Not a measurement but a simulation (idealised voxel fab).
The process module presented herein is designated voxel capacitor over wiring.
The cross-section on display is named cut; it measures 225 nm wide, and its cells are 5 nm squares.
Cross-section format: a grid of square cells, given as bands from top to bottom; each band is one or more rows of cells. Heads up on the band format: heights come first, top then bottom, in nm. After that it's the materials left to right, each with its width in nm. A single material flagged "all across" fills the whole band edge to edge, and "blank" means there's empty space there. Where do heights start? At 0: under that level the wafer as delivered is made of one material only. And the lowest band has no floor; it just carries on downward, as in "0..down". The notation "30..40" denotes a width that varies across the rows of cells in the band, beginning at the first number in the top row, finishing at the second number in the bottom row, and changing by an identical amount from each row to the next. "changes: none", as given for a step, is the statement that not any cell of the cross-section underwent a change during that step. What "Enclosed voids" gives you is every empty space of 8 cells or more that is cut off from the top. Each appears as width x height at distance, with the distance taken from the left edge and width, height and distance all in nm. Formally, on a step line, whatever follows the settings is a remark that the simulator itself makes on the step. Among the settings permitted on a step's line is "overlay nm"; applied to a step with a mask, it specifies the extent to which the mask lay to the right of its planned position, whereas a negative figure signifies a position to the left.
[These are the steps we planned for the process]
1 RECEIVE with material Si
2 CONFORMAL_DEP with material SiO2, thk nm 5
3 CONFORMAL_DEP with material SiN, thk nm 5
4 DIRECTIONAL_DEP with material SiO2, thk nm 15
5 DIRECTIONAL_DEP with material aC, thk nm 10
6 PATTERN with tone open, mask id METAL_1, material resist, width nm 20, pitch nm 90, thk nm 25, overlay nm 0
7 DIRECTIONAL_ETCH with etch materials aC, depth nm 10
8 STRIP with etch materials resist
9 DIRECTIONAL_ETCH with etch materials SiO2, depth nm 15
10 DIRECTIONAL_ETCH with etch materials SiN, depth nm 5
11 STRIP with etch materials aC
12 CONFORMAL_DEP with material TiN, thk nm 5
13 FILL_DEP with material Cu, thk nm 10
14 CMP with height nm 35
15 EPI with material Ru, thk nm 5
16 FILL_DEP with material SiCN, thk nm 5
17 DIRECTIONAL_DEP with material SiO2, thk nm 20
18 PATTERN with tone open, mask id PLUG_1, material resist, width nm 15, thk nm 15, overlay nm 0
19 DIRECTIONAL_ETCH with etch materials SiO2, depth nm 20
20 DIRECTIONAL_ETCH with etch materials SiCN, depth nm 5
21 STRIP with etch materials resist
22 EPI with material Ru, thk nm 10
23 EPI with material Ru, thk nm 10
24 EPI with material Ru, thk nm 5
25 DIRECTIONAL_DEP with material TiN, thk nm 10
26 DIRECTIONAL_DEP with material SiN, thk nm 5
27 DIRECTIONAL_DEP with material TiN, thk nm 5
28 MASKED_ETCH with tone cover, mask id UPPER_PLATE, width nm 75, etch materials TiN, depth nm 5, overlay nm 0
29 MASKED_ETCH with tone cover, mask id UPPER_PLATE, width nm 75, etch materials SiN, depth nm 5, overlay nm 0
30 PATTERN with tone cover, mask id LOWER_PLATE, material resist, width nm 85, thk nm 15, overlay nm 0
31 DIRECTIONAL_ETCH with etch materials TiN, depth nm 10
32 STRIP with etch materials resist
33 FILL_DEP with material SiO2, thk nm 20
34 CMP with height nm 100
35 MASKED_ETCH with tone open, mask id PLUG_2, width nm 15, etch materials SiO2, depth nm 15, overlay nm 0
36 CONFORMAL_DEP with material TiN, thk nm 5
37 FILL_DEP with material Cu, thk nm 5
38 CMP with height nm 100
39 CONFORMAL_DEP with material SiCN, thk nm 5
For clarity, it should be stated that the wafers under discussion commence in an identical condition and differ with respect to the thk nm of step 2, the plan indicating the value that the first wafer had.
[So this is the first of several wafers, cross-sectioned as it came to us, meaning it's at the end of step 1]
0..down = Si all across
Enclosed voids: none
[Tabulated below, wafer by wafer, are the end-of-module results: for each material, the number of cells gained (+) or lost (-) relative to the as-received state, followed by the closed voids]
thk nm 5; +63 Cu; +60 Ru; +87 SiCN; +52 SiN; +566 SiO2; +117 TiN; Enclosed voids: none
thk nm 10; +18 Cu; +60 Ru; +87 SiCN; +52 SiN; +611 SiO2; +117 TiN; Enclosed voids: none
thk nm 15; +14 Cu; +27 Ru; +120 SiCN; +52 SiN; +656 SiO2; +76 TiN; Enclosed voids: none
thk nm 20; +10 Cu; +27 Ru; +120 SiCN; +52 SiN; +664 SiO2; +72 TiN; Enclosed voids: none
thk nm 25; +6 Cu; +27 Ru; +120 SiCN; +52 SiN; +672 SiO2; +68 TiN; Enclosed voids: none
thk nm 30; +2 Cu; +27 Ru; +120 SiCN; +52 SiN; +680 SiO2; +64 TiN; Enclosed voids: none
